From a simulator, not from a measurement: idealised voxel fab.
The process module that follows is named voxel plated lines.
Square cell edge 5 nm, section width 245 nm, ID cut.
Cross-sections here: square-cell grids, written as top-down lists of bands, a band being one or more rows of cells.
Band: top height; bottom height; in nm. Then, left to right: material with width in nm, for each material. "throughout": a single material spanning edge to edge. "empty": empty space.
Height 0 is the level under which the wafer as received is all one material. The lowest band goes on downwards, as in "0 and below".
You'd read "30->40" like this: the band's top row of cells is as wide as the first number, its bottom row is as wide as the second, and going down, every row changes width by the same amount as the row before did.
When a step is marked "all unchanged", none of the cells in the cross-section changed during that step.
You'll see "Closed void entries" listing empty spaces that have no way open to the top, as long as they're 8 cells or more; the notation is width x height at distance, where the distance is from the left edge, and all of it is in nm.
Where a step's line continues beyond its settings, the continuation is a remark by the simulator itself on that step.
The optional step-line setting "overlay nm" applies to steps with a mask and quantifies how far to the right of its planned location the mask lay, a negative value indicating leftward placement.
Before/after cross-section pairs, one process step each; after shown to lowest changed band; step and settings beneath. Pairs may be from different runs of this module on the same starting wafer; a pair continues from the one above only where its "Incoming profile" entry says so.

[Incoming profile]
	0 and below | Si throughout
	Closed void entries: none

[after]
	10 down to 0 | SiN throughout
	Whatever lies below 0 is exactly as it was before.
	Closed void entries: none
What sits between those two cross-sections? CONFORMAL_DEP | material SiN | thk nm 10

Incoming profile: The cross-section prior to this step is the one presented after the step of the pair immediately above.

[after]
	15 down to 10 | TiN throughout
	Whatever lies below 10 is exactly as it was before.
	Closed void entries: none
What sits between those two cross-sections? DIRECTIONAL_DEP | material TiN | thk nm 5

Incoming profile: The cross-section prior to this step is the one presented after the step of the pair immediately above.

[after]
	50 down to 15 | resist (25), then empty (30), then resist (25), then empty (30), then resist (25), then empty (30), then resist (25), then empty (30), then resist (25)
	Whatever lies below 15 is exactly as it was before.
	Closed void entries: none
What sits between those two cross-sections? PATTERN | tone open | mask id LINES | material resist | width nm 30 | pitch nm 55 | thk nm 35 | overlay nm 0

Incoming profile: The cross-section prior to this step is the one presented after the step of the pair immediately above.

[after]
	50 down to 25 | resist (25), then empty (30), then resist (25), then empty (30), then resist (25), then empty (30), then resist (25), then empty (30), then resist (25)
	25 down to 15 | resist (25), then Ru (30), then resist (25), then Ru (30), then resist (25), then Ru (30), then resist (25), then Ru (30), then resist (25)
	Whatever lies below 15 is exactly as it was before.
	Closed void entries: none
What sits between those two cross-sections? EPI | material Ru | thk nm 10

Incoming profile: The cross-section prior to this step is the one presented after the step of the pair immediately above.

[after]
	50 down to 30 | resist (25), then empty (30), then resist (25), then empty (30), then resist (25), then empty (30), then resist (25), then empty (30), then resist (25)
	30 down to 15 | resist (25), then Ru (30), then resist (25), then Ru (30), then resist (25), then Ru (30), then resist (25), then Ru (30), then resist (25)
	Whatever lies below 15 is exactly as it was before.
	Closed void entries: none
What sits between those two cross-sections? EPI | material Ru | thk nm 5

Incoming profile: The cross-section prior to this step is the one presented after the step of the pair immediately above.

[after]
	50 down to 35 | resist (25), then empty (30), then resist (25), then empty (30), then resist (25), then empty (30), then resist (25), then empty (30), then resist (25)
	35 down to 15 | resist (25), then Ru (30), then resist (25), then Ru (30), then resist (25), then Ru (30), then resist (25), then Ru (30), then resist (25)
	Whatever lies below 15 is exactly as it was before.
	Closed void entries: none
What sits between those two cross-sections? EPI | material Ru | thk nm 5

Incoming profile: The cross-section prior to this step is the one presented after the step of the pair immediately above.

[after]
	35 down to 15 | empty (25), then Ru (30), then empty (25), then Ru (30), then empty (25), then Ru (30), then empty (25), then Ru (30), then empty (25)
	Whatever lies below 15 is exactly as it was before.
	Closed void entries: none
What sits between those two cross-sections? STRIP | etch materials resist

Incoming profile: The cross-section prior to this step is the one presented after the step of the pair immediately above.

[after]
	35 down to 15 | empty (25), then Ru (30), then empty (25), then Ru (30), then empty (25), then Ru (30), then empty (25), then Ru (30), then empty (25)
	15 down to 10 | empty (25), then TiN (30), then empty (25), then TiN (30), then empty (25), then TiN (30), then empty (25), then TiN (30), then empty (25)
	Whatever lies below 10 is exactly as it was before.
	Closed void entries: none
What sits between those two cross-sections? DIRECTIONAL_ETCH | etch materials TiN | depth nm 5

Incoming profile: The cross-section prior to this step is the one presented after the step of the pair immediately above.

[after]
	40 down to 35 | empty (20), then SiO2 (40), then empty (15), then SiO2 (40), then empty (15), then SiO2 (40), then empty (15), then SiO2 (40), then empty (20)
	35 down to 15 | empty (20), then SiO2 (5), then Ru (30), then SiO2 (5), then empty (15), then SiO2 (5), then Ru (30), then SiO2 (5), then empty (15), then SiO2 (5), then Ru (30), then SiO2 (5), then empty (15), then SiO2 (5), then Ru (30), then SiO2 (5), then empty (20)
	15 down to 10 | SiO2 (25), then TiN (30), then SiO2 (25), then TiN (30), then SiO2 (25), then TiN (30), then SiO2 (25), then TiN (30), then SiO2 (25)
	Whatever lies below 10 is exactly as it was before.
	Closed void entries: none
What sits between those two cross-sections? CONFORMAL_DEP | material SiO2 | thk nm 5

[Incoming profile]
	50 down to 15 | resist (25), then empty (30), then resist (25), then empty (30), then resist (25), then empty (30), then resist (25), then empty (30), then resist (25)
	15 down to 10 | TiN throughout
	10 down to 0 | SiN throughout
	0 and below | Si throughout
	Closed void entries: none

[after]
	50 down to 20 | resist (25), then empty (30), then resist (25), then empty (30), then resist (25), then empty (30), then resist (25), then empty (30), then resist (25)
	20 down to 15 | resist (25), then Ru (30), then resist (25), then Ru (30), then resist (25), then Ru (30), then resist (25), then Ru (30), then resist (25)
	Whatever lies below 15 is exactly as it was before.
	Closed void entries: none
What sits between those two cross-sections? EPI | material Ru | thk nm 5

Incoming profile: The cross-section prior to this step is the one presented after the step of the pair immediately above.

[after]
	50 down to 25 | resist (25), then empty (30), then resist (25), then empty (30), then resist (25), then empty (30), then resist (25), then empty (30), then resist (25)
	25 down to 15 | resist (25), then Ru (30), then resist (25), then Ru (30), then resist (25), then Ru (30), then resist (25), then Ru (30), then resist (25)
	Whatever lies below 15 is exactly as it was before.
	Closed void entries: none
What sits between those two cross-sections? EPI | material Ru | thk nm 5

Incoming profile: The cross-section prior to this step is the one presented after the step of the pair immediately above.

[after]
	25 down to 15 | empty (25), then Ru (30), then empty (25), then Ru (30), then empty (25), then Ru (30), then empty (25), then Ru (30), then empty (25)
	Whatever lies below 15 is exactly as it was before.
	Closed void entries: none
What sits between those two cross-sections? STRIP | etch materials resist

Incoming profile: The cross-section prior to this step is the one presented after the step of the pair immediately above.

[after]
	25 down to 15 | empty (25), then Ru (30), then empty (25), then Ru (30), then empty (25), then Ru (30), then empty (25), then Ru (30), then empty (25)
	15 down to 10 | empty (25), then TiN (30), then empty (25), then TiN (30), then empty (25), then TiN (30), then empty (25), then TiN (30), then empty (25)
	Whatever lies below 10 is exactly as it was before.
	Closed void entries: none
What sits between those two cross-sections? DIRECTIONAL_ETCH | etch materials TiN | depth nm 5

Incoming profile: The cross-section prior to this step is the one presented after the step of the pair immediately above.

[after]
	30 down to 25 | empty (20), then SiO2 (40), then empty (15), then SiO2 (40), then empty (15), then SiO2 (40), then empty (15), then SiO2 (40), then empty (20)
	25 down to 15 | empty (20), then SiO2 (5), then Ru (30), then SiO2 (5), then empty (15), then SiO2 (5), then Ru (30), then SiO2 (5), then empty (15), then SiO2 (5), then Ru (30), then SiO2 (5), then empty (15), then SiO2 (5), then Ru (30), then SiO2 (5), then empty (20)
	15 down to 10 | SiO2 (25), then TiN (30), then SiO2 (25), then TiN (30), then SiO2 (25), then TiN (30), then SiO2 (25), then TiN (30), then SiO2 (25)
	Whatever lies below 10 is exactly as it was before.
	Closed void entries: none
What sits between those two cross-sections? CONFORMAL_DEP | material SiO2 | thk nm 5

[Incoming profile]
	50 down to 25 | resist (25), then empty (30), then resist (25), then empty (30), then resist (25), then empty (30), then resist (25), then empty (30), then resist (25)
	25 down to 15 | resist (25), then Ru (30), then resist (25), then Ru (30), then resist (25), then Ru (30), then resist (25), then Ru (30), then resist (25)
	15 down to 10 | TiN throughout
	10 down to 0 | SiN throughout
	0 and below | Si throughout
	Closed void entries: none

[after]
	50 down to 35 | resist (25), then empty (30), then resist (25), then empty (30), then resist (25), then empty (30), then resist (25), then empty (30), then resist (25)
	35 down to 15 | resist (25), then Ru (30), then resist (25), then Ru (30), then resist (25), then Ru (30), then resist (25), then Ru (30), then resist (25)
	Whatever lies below 15 is exactly as it was before.
	Closed void entries: none
What sits between those two cross-sections? EPI | material Ru | thk nm 10

Incoming profile: The cross-section prior to this step is the one presented after the step of the pair immediately above.

[after]
	50 down to 40 | resist (25), then empty (30), then resist (25), then empty (30), then resist (25), then empty (30), then resist (25), then empty (30), then resist (25)
	40 down to 15 | resist (25), then Ru (30), then resist (25), then Ru (30), then resist (25), then Ru (30), then resist (25), then Ru (30), then resist (25)
	Whatever lies below 15 is exactly as it was before.
	Closed void entries: none
What sits between those two cross-sections? EPI | material Ru | thk nm 5

Incoming profile: The cross-section prior to this step is the one presented after the step of the pair immediately above.

[after]
	50 down to 45 | resist (25), then empty (30), then resist (25), then empty (30), then resist (25), then empty (30), then resist (25), then empty (30), then resist (25)
	45 down to 15 | resist (25), then Ru (30), then resist (25), then Ru (30), then resist (25), then Ru (30), then resist (25), then Ru (30), then resist (25)
	Whatever lies below 15 is exactly as it was before.
	Closed void entries: none
What sits between those two cross-sections? EPI | material Ru | thk nm 5

Incoming profile: The cross-section prior to this step is the one presented after the step of the pair immediately above.

[after]
	45 down to 15 | empty (25), then Ru (30), then empty (25), then Ru (30), then empty (25), then Ru (30), then empty (25), then Ru (30), then empty (25)
	Whatever lies below 15 is exactly as it was before.
	Closed void entries: none
What sits between those two cross-sections? STRIP | etch materials resist

Incoming profile: The cross-section prior to this step is the one presented after the step of the pair immediately above.

[after]
	45 down to 15 | empty (25), then Ru (30), then empty (25), then Ru (30), then empty (25), then Ru (30), then empty (25), then Ru (30), then empty (25)
	15 down to 10 | empty (25), then TiN (30), then empty (25), then TiN (30), then empty (25), then TiN (30), then empty (25), then TiN (30), then empty (25)
	Whatever lies below 10 is exactly as it was before.
	Closed void entries: none
What sits between those two cross-sections? DIRECTIONAL_ETCH | etch materials TiN | depth nm 5

Incoming profile: The cross-section prior to this step is the one presented after the step of the pair immediately above.

[after]
	50 down to 45 | empty (20), then SiO2 (40), then empty (15), then SiO2 (40), then empty (15), then SiO2 (40), then empty (15), then SiO2 (40), then empty (20)
	45 down to 15 | empty (20), then SiO2 (5), then Ru (30), then SiO2 (5), then empty (15), then SiO2 (5), then Ru (30), then SiO2 (5), then empty (15), then SiO2 (5), then Ru (30), then SiO2 (5), then empty (15), then SiO2 (5), then Ru (30), then SiO2 (5), then empty (20)
	15 down to 10 | SiO2 (25), then TiN (30), then SiO2 (25), then TiN (30), then SiO2 (25), then TiN (30), then SiO2 (25), then TiN (30), then SiO2 (25)
	Whatever lies below 10 is exactly as it was before.
	Closed void entries: none
What sits between those two cross-sections? CONFORMAL_DEP | material SiO2 | thk nm 5

[Incoming profile]
	15 down to 10 | TiN throughout
	10 down to 0 | SiN throughout
	0 and below | Si throughout
	Closed void entries: none

[after]
	25 down to 15 | Ru throughout
	Whatever lies below 15 is exactly as it was before.
	Closed void entries: none
What sits between those two cross-sections? EPI | material Ru | thk nm 10

Incoming profile: The cross-section prior to this step is the one presented after the step of the pair immediately above.

[after]
	60 down to 25 | resist (25), then empty (30), then resist (25), then empty (30), then resist (25), then empty (30), then resist (25), then empty (30), then resist (25)
	Whatever lies below 25 is exactly as it was before.
	Closed void entries: none
What sits between those two cross-sections? PATTERN | tone open | mask id LINES | material resist | width nm 30 | pitch nm 55 | thk nm 35 | overlay nm 0

Incoming profile: The cross-section prior to this step is the one presented after the step of the pair immediately above.

[after]
	60 down to 30 | resist (25), then empty (30), then resist (25), then empty (30), then resist (25), then empty (30), then resist (25), then empty (30), then resist (25)
	30 down to 25 | resist (25), then Ru (30), then resist (25), then Ru (30), then resist (25), then Ru (30), then resist (25), then Ru (30), then resist (25)
	Whatever lies below 25 is exactly as it was before.
	Closed void entries: none
What sits between those two cross-sections? EPI | material Ru | thk nm 5

Incoming profile: The cross-section prior to this step is the one presented after the step of the pair immediately above.

[after]
	60 down to 35 | resist (25), then empty (30), then resist (25), then empty (30), then resist (25), then empty (30), then resist (25), then empty (30), then resist (25)
	35 down to 25 | resist (25), then Ru (30), then resist (25), then Ru (30), then resist (25), then Ru (30), then resist (25), then Ru (30), then resist (25)
	Whatever lies below 25 is exactly as it was before.
	Closed void entries: none
What sits between those two cross-sections? EPI | material Ru | thk nm 5

Incoming profile: The cross-section prior to this step is the one presented after the step of the pair immediately above.

[after]
	35 down to 25 | empty (25), then Ru (30), then empty (25), then Ru (30), then empty (25), then Ru (30), then empty (25), then Ru (30), then empty (25)
	Whatever lies below 25 is exactly as it was before.
	Closed void entries: none
What sits between those two cross-sections? STRIP | etch materials resist

Incoming profile: The cross-section prior to this step is the one presented after the step of the pair immediately above.

[after]
	40 down to 35 | empty (20), then SiO2 (40), then empty (15), then SiO2 (40), then empty (15), then SiO2 (40), then empty (15), then SiO2 (40), then empty (20)
	35 down to 30 | empty (20), then SiO2 (5), then Ru (30), then SiO2 (5), then empty (15), then SiO2 (5), then Ru (30), then SiO2 (5), then empty (15), then SiO2 (5), then Ru (30), then SiO2 (5), then empty (15), then SiO2 (5), then Ru (30), then SiO2 (5), then empty (20)
	30 down to 25 | SiO2 (25), then Ru (30), then SiO2 (25), then Ru (30), then SiO2 (25), then Ru (30), then SiO2 (25), then Ru (30), then SiO2 (25)
	Whatever lies below 25 is exactly as it was before.
	Closed void entries: none
What sits between those two cross-sections? CONFORMAL_DEP | material SiO2 | thk nm 5

[Incoming profile]
	35 down to 15 | empty (25), then Ru (30), then empty (25), then Ru (30), then empty (25), then Ru (30), then empty (25), then Ru (30), then empty (25)
	15 down to 10 | empty (25), then TiN (30), then empty (25), then TiN (30), then empty (25), then TiN (30), then empty (25), then TiN (30), then empty (25)
	10 down to 0 | SiN throughout
	0 and below | Si throughout
	Closed void entries: none

[after]
	50 down to 35 | empty (10), then SiO2 (225), then empty (10)
	35 down to 25 | empty (10), then SiO2 (15), then Ru (30), then SiO2 (25), then Ru (30), then SiO2 (25), then Ru (30), then SiO2 (25), then Ru (30), then SiO2 (15), then empty (10)
	25 down to 15 | SiO2 (25), then Ru (30), then SiO2 (25), then Ru (30), then SiO2 (25), then Ru (30), then SiO2 (25), then Ru (30), then SiO2 (25)
	15 down to 10 | SiO2 (25), then TiN (30), then SiO2 (25), then TiN (30), then SiO2 (25), then TiN (30), then SiO2 (25), then TiN (30), then SiO2 (25)
	Whatever lies below 10 is exactly as it was before.
	Closed void entries: none
What sits between those two cross-sections? CONFORMAL_DEP | material SiO2 | thk nm 15

[Incoming profile]
	15 down to 10 | TiN throughout
	10 down to 0 | SiN throughout
	0 and below | Si throughout
	Closed void entries: none

[after]
	50 down to 15 | resist (20), then empty (40), then resist (15), then empty (40), then resist (15), then empty (40), then resist (15), then empty (40), then resist (20)
	Whatever lies below 15 is exactly as it was before.
	Closed void entries: none
What sits between those two cross-sections? PATTERN | tone open | mask id LINES | material resist | width nm 40 | pitch nm 55 | thk nm 35 | overlay nm 0

Incoming profile: The cross-section prior to this step is the one presented after the step of the pair immediately above.

[after]
	50 down to 25 | resist (20), then empty (40), then resist (15), then empty (40), then resist (15), then empty (40), then resist (15), then empty (40), then resist (20)
	25 down to 15 | resist (20), then Ru (40), then resist (15), then Ru (40), then resist (15), then Ru (40), then resist (15), then Ru (40), then resist (20)
	Whatever lies below 15 is exactly as it was before.
	Closed void entries: none
What sits between those two cross-sections? EPI | material Ru | thk nm 10

Incoming profile: The cross-section prior to this step is the one presented after the step of the pair immediately above.

[after]
	50 down to 30 | resist (20), then empty (40), then resist (15), then empty (40), then resist (15), then empty (40), then resist (15), then empty (40), then resist (20)
	30 down to 15 | resist (20), then Ru (40), then resist (15), then Ru (40), then resist (15), then Ru (40), then resist (15), then Ru (40), then resist (20)
	Whatever lies below 15 is exactly as it was before.
	Closed void entries: none
What sits between those two cross-sections? EPI | material Ru | thk nm 5

Incoming profile: The cross-section prior to this step is the one presented after the step of the pair immediately above.

[after]
	50 down to 35 | resist (20), then empty (40), then resist (15), then empty (40), then resist (15), then empty (40), then resist (15), then empty (40), then resist (20)
	35 down to 15 | resist (20), then Ru (40), then resist (15), then Ru (40), then resist (15), then Ru (40), then resist (15), then Ru (40), then resist (20)
	Whatever lies below 15 is exactly as it was before.
	Closed void entries: none
What sits between those two cross-sections? EPI | material Ru | thk nm 5

Incoming profile: The cross-section prior to this step is the one presented after the step of the pair immediately above.

[after]
	35 down to 15 | empty (20), then Ru (40), then empty (15), then Ru (40), then empty (15), then Ru (40), then empty (15), then Ru (40), then empty (20)
	Whatever lies below 15 is exactly as it was before.
	Closed void entries: none
What sits between those two cross-sections? STRIP | etch materials resist

Incoming profile: The cross-section prior to this step is the one presented after the step of the pair immediately above.

[after]
	35 down to 15 | empty (20), then Ru (40), then empty (15), then Ru (40), then empty (15), then Ru (40), then empty (15), then Ru (40), then empty (20)
	15 down to 10 | empty (20), then TiN (40), then empty (15), then TiN (40), then empty (15), then TiN (40), then empty (15), then TiN (40), then empty (20)
	Whatever lies below 10 is exactly as it was before.
	Closed void entries: none
What sits between those two cross-sections? DIRECTIONAL_ETCH | etch materials TiN | depth nm 5

Incoming profile: The cross-section prior to this step is the one presented after the step of the pair immediately above.

[after]
	40 down to 35 | empty (15), then SiO2 (50), then empty (5), then SiO2 (50), then empty (5), then SiO2 (50), then empty (5), then SiO2 (50), then empty (15)
	35 down to 15 | empty (15), then SiO2 (5), then Ru (40), then SiO2 (5), then empty (5), then SiO2 (5), then Ru (40), then SiO2 (5), then empty (5), then SiO2 (5), then Ru (40), then SiO2 (5), then empty (5), then SiO2 (5), then Ru (40), then SiO2 (5), then empty (15)
	15 down to 10 | SiO2 (20), then TiN (40), then SiO2 (15), then TiN (40), then SiO2 (15), then TiN (40), then SiO2 (15), then TiN (40), then SiO2 (20)
	Whatever lies below 10 is exactly as it was before.
	Closed void entries: none
What sits between those two cross-sections? CONFORMAL_DEP | material SiO2 | thk nm 5

[Incoming profile]
	15 down to 10 | TiN throughout
	10 down to 0 | SiN throughout
	0 and below | Si throughout
	Closed void entries: none

[after]
	50 down to 15 | resist (35), then empty (30), then resist (25), then empty (30), then resist (25), then empty (30), then resist (25), then empty (30), then resist (15)
	Whatever lies below 15 is exactly as it was before.
	Closed void entries: none
What sits between those two cross-sections? PATTERN | tone open | mask id LINES | material resist | width nm 30 | pitch nm 55 | thk nm 35 | overlay nm 10

Incoming profile: The cross-section prior to this step is the one presented after the step of the pair immediately above.

[after]
	50 down to 25 | resist (35), then empty (30), then resist (25), then empty (30), then resist (25), then empty (30), then resist (25), then empty (30), then resist (15)
	25 down to 15 | resist (35), then Ru (30), then resist (25), then Ru (30), then resist (25), then Ru (30), then resist (25), then Ru (30), then resist (15)
	Whatever lies below 15 is exactly as it was before.
	Closed void entries: none
What sits between those two cross-sections? EPI | material Ru | thk nm 10

Incoming profile: The cross-section prior to this step is the one presented after the step of the pair immediately above.

[after]
	50 down to 30 | resist (35), then empty (30), then resist (25), then empty (30), then resist (25), then empty (30), then resist (25), then empty (30), then resist (15)
	30 down to 15 | resist (35), then Ru (30), then resist (25), then Ru (30), then resist (25), then Ru (30), then resist (25), then Ru (30), then resist (15)
	Whatever lies below 15 is exactly as it was before.
	Closed void entries: none
What sits between those two cross-sections? EPI | material Ru | thk nm 5

Incoming profile: The cross-section prior to this step is the one presented after the step of the pair immediately above.

[after]
	50 down to 35 | resist (35), then empty (30), then resist (25), then empty (30), then resist (25), then empty (30), then resist (25), then empty (30), then resist (15)
	35 down to 15 | resist (35), then Ru (30), then resist (25), then Ru (30), then resist (25), then Ru (30), then resist (25), then Ru (30), then resist (15)
	Whatever lies below 15 is exactly as it was before.
	Closed void entries: none
What sits between those two cross-sections? EPI | material Ru | thk nm 5

Incoming profile: The cross-section prior to this step is the one presented after the step of the pair immediately above.

[after]
	35 down to 15 | empty (35), then Ru (30), then empty (25), then Ru (30), then empty (25), then Ru (30), then empty (25), then Ru (30), then empty (15)
	Whatever lies below 15 is exactly as it was before.
	Closed void entries: none
What sits between those two cross-sections? STRIP | etch materials resist

Incoming profile: The cross-section prior to this step is the one presented after the step of the pair immediately above.

[after]
	35 down to 15 | empty (35), then Ru (30), then empty (25), then Ru (30), then empty (25), then Ru (30), then empty (25), then Ru (30), then empty (15)
	15 down to 10 | empty (35), then TiN (30), then empty (25), then TiN (30), then empty (25), then TiN (30), then empty (25), then TiN (30), then empty (15)
	Whatever lies below 10 is exactly as it was before.
	Closed void entries: none
What sits between those two cross-sections? DIRECTIONAL_ETCH | etch materials TiN | depth nm 5

Incoming profile: The cross-section prior to this step is the one presented after the step of the pair immediately above.

[after]
	40 down to 35 | empty (30), then SiO2 (40), then empty (15), then SiO2 (40), then empty (15), then SiO2 (40), then empty (15), then SiO2 (40), then empty (10)
	35 down to 15 | empty (30), then SiO2 (5), then Ru (30), then SiO2 (5), then empty (15), then SiO2 (5), then Ru (30), then SiO2 (5), then empty (15), then SiO2 (5), then Ru (30), then SiO2 (5), then empty (15), then SiO2 (5), then Ru (30), then SiO2 (5), then empty (10)
	15 down to 10 | SiO2 (35), then TiN (30), then SiO2 (25), then TiN (30), then SiO2 (25), then TiN (30), then SiO2 (25), then TiN (30), then SiO2 (15)
	Whatever lies below 10 is exactly as it was before.
	Closed void entries: none
What sits between those two cross-sections? CONFORMAL_DEP | material SiO2 | thk nm 5

[Incoming profile]
	10 down to 0 | SiN throughout
	0 and below | Si throughout
	Closed void entries: none

[after]
	15 down to 10 | Ru throughout
	Whatever lies below 10 is exactly as it was before.
	Closed void entries: none
What sits between those two cross-sections? DIRECTIONAL_DEP | material Ru | thk nm 5

Incoming profile: The cross-section prior to this step is the one presented after the step of the pair immediately above.

[after]
	50 down to 15 | resist (25), then empty (30), then resist (25), then empty (30), then resist (25), then empty (30), then resist (25), then empty (30), then resist (25)
	Whatever lies below 15 is exactly as it was before.
	Closed void entries: none
What sits between those two cross-sections? PATTERN | tone open | mask id LINES | material resist | width nm 30 | pitch nm 55 | thk nm 35 | overlay nm 0

Incoming profile: The cross-section prior to this step is the one presented after the step of the pair immediately above.

[after]
	50 down to 25 | resist (25), then empty (30), then resist (25), then empty (30), then resist (25), then empty (30), then resist (25), then empty (30), then resist (25)
	25 down to 15 | resist (25), then Ru (30), then resist (25), then Ru (30), then resist (25), then Ru (30), then resist (25), then Ru (30), then resist (25)
	Whatever lies below 15 is exactly as it was before.
	Closed void entries: none
What sits between those two cross-sections? EPI | material Ru | thk nm 10

Incoming profile: The cross-section prior to this step is the one presented after the step of the pair immediately above.

[after]
	50 down to 30 | resist (25), then empty (30), then resist (25), then empty (30), then resist (25), then empty (30), then resist (25), then empty (30), then resist (25)
	30 down to 15 | resist (25), then Ru (30), then resist (25), then Ru (30), then resist (25), then Ru (30), then resist (25), then Ru (30), then resist (25)
	Whatever lies below 15 is exactly as it was before.
	Closed void entries: none
What sits between those two cross-sections? EPI | material Ru | thk nm 5

Incoming profile: The cross-section prior to this step is the one presented after the step of the pair immediately above.

[after]
	50 down to 35 | resist (25), then empty (30), then resist (25), then empty (30), then resist (25), then empty (30), then resist (25), then empty (30), then resist (25)
	35 down to 15 | resist (25), then Ru (30), then resist (25), then Ru (30), then resist (25), then Ru (30), then resist (25), then Ru (30), then resist (25)
	Whatever lies below 15 is exactly as it was before.
	Closed void entries: none
What sits between those two cross-sections? EPI | material Ru | thk nm 5

Incoming profile: The cross-section prior to this step is the one presented after the step of the pair immediately above.

[after]
	35 down to 15 | empty (25), then Ru (30), then empty (25), then Ru (30), then empty (25), then Ru (30), then empty (25), then Ru (30), then empty (25)
	Whatever lies below 15 is exactly as it was before.
	Closed void entries: none
What sits between those two cross-sections? STRIP | etch materials resist

Incoming profile: The cross-section prior to this step is the one presented after the step of the pair immediately above.

[after]
	40 down to 35 | empty (20), then SiO2 (40), then empty (15), then SiO2 (40), then empty (15), then SiO2 (40), then empty (15), then SiO2 (40), then empty (20)
	35 down to 20 | empty (20), then SiO2 (5), then Ru (30), then SiO2 (5), then empty (15), then SiO2 (5), then Ru (30), then SiO2 (5), then empty (15), then SiO2 (5), then Ru (30), then SiO2 (5), then empty (15), then SiO2 (5), then Ru (30), then SiO2 (5), then empty (20)
	20 down to 15 | SiO2 (25), then Ru (30), then SiO2 (25), then Ru (30), then SiO2 (25), then Ru (30), then SiO2 (25), then Ru (30), then SiO2 (25)
	Whatever lies below 15 is exactly as it was before.
	Closed void entries: none
What sits between those two cross-sections? CONFORMAL_DEP | material SiO2 | thk nm 5

[Incoming profile]
	15 down to 10 | TiN throughout
	10 down to 0 | SiN throughout
	0 and below | Si throughout
	Closed void entries: none

[after]
	50 down to 15 | empty (25), then resist (30), then empty (25), then resist (30), then empty (25), then resist (30), then empty (25), then resist (30), then empty (25)
	Whatever lies below 15 is exactly as it was before.
	Closed void entries: none
What sits between those two cross-sections? PATTERN | tone cover | mask id LINES | material resist | width nm 30 | pitch nm 55 | thk nm 35 | overlay nm 0

Incoming profile: The cross-section prior to this step is the one presented after the step of the pair immediately above.

[after]
	50 down to 25 | empty (25), then resist (30), then empty (25), then resist (30), then empty (25), then resist (30), then empty (25), then resist (30), then empty (25)
	25 down to 15 | Ru (25), then resist (30), then Ru (25), then resist (30), then Ru (25), then resist (30), then Ru (25), then resist (30), then Ru (25)
	Whatever lies below 15 is exactly as it was before.
	Closed void entries: none
What sits between those two cross-sections? EPI | material Ru | thk nm 10

Incoming profile: The cross-section prior to this step is the one presented after the step of the pair immediately above.

[after]
	50 down to 30 | empty (25), then resist (30), then empty (25), then resist (30), then empty (25), then resist (30), then empty (25), then resist (30), then empty (25)
	30 down to 15 | Ru (25), then resist (30), then Ru (25), then resist (30), then Ru (25), then resist (30), then Ru (25), then resist (30), then Ru (25)
	Whatever lies below 15 is exactly as it was before.
	Closed void entries: none
What sits between those two cross-sections? EPI | material Ru | thk nm 5

Incoming profile: The cross-section prior to this step is the one presented after the step of the pair immediately above.

[after]
	50 down to 35 | empty (25), then resist (30), then empty (25), then resist (30), then empty (25), then resist (30), then empty (25), then resist (30), then empty (25)
	35 down to 15 | Ru (25), then resist (30), then Ru (25), then resist (30), then Ru (25), then resist (30), then Ru (25), then resist (30), then Ru (25)
	Whatever lies below 15 is exactly as it was before.
	Closed void entries: none
What sits between those two cross-sections? EPI | material Ru | thk nm 5

Incoming profile: The cross-section prior to this step is the one presented after the step of the pair immediately above.

[after]
	35 down to 15 | Ru (25), then empty (30), then Ru (25), then empty (30), then Ru (25), then empty (30), then Ru (25), then empty (30), then Ru (25)
	Whatever lies below 15 is exactly as it was before.
	Closed void entries: none
What sits between those two cross-sections? STRIP | etch materials resist

Incoming profile: The cross-section prior to this step is the one presented after the step of the pair immediately above.

[after]
	35 down to 15 | Ru (25), then empty (30), then Ru (25), then empty (30), then Ru (25), then empty (30), then Ru (25), then empty (30), then Ru (25)
	15 down to 10 | TiN (25), then empty (30), then TiN (25), then empty (30), then TiN (25), then empty (30), then TiN (25), then empty (30), then TiN (25)
	Whatever lies below 10 is exactly as it was before.
	Closed void entries: none
What sits between those two cross-sections? DIRECTIONAL_ETCH | etch materials TiN | depth nm 5

Incoming profile: The cross-section prior to this step is the one presented after the step of the pair immediately above.

[after]
	40 down to 35 | SiO2 (30), then empty (20), then SiO2 (35), then empty (20), then SiO2 (35), then empty (20), then SiO2 (35), then empty (20), then SiO2 (30)
	35 down to 15 | Ru (25), then SiO2 (5), then empty (20), then SiO2 (5), then Ru (25), then SiO2 (5), then empty (20), then SiO2 (5), then Ru (25), then SiO2 (5), then empty (20), then SiO2 (5), then Ru (25), then SiO2 (5), then empty (20), then SiO2 (5), then Ru (25)
	15 down to 10 | TiN (25), then SiO2 (30), then TiN (25), then SiO2 (30), then TiN (25), then SiO2 (30), then TiN (25), then SiO2 (30), then TiN (25)
	Whatever lies below 10 is exactly as it was before.
	Closed void entries: none
What sits between those two cross-sections? CONFORMAL_DEP | material SiO2 | thk nm 5
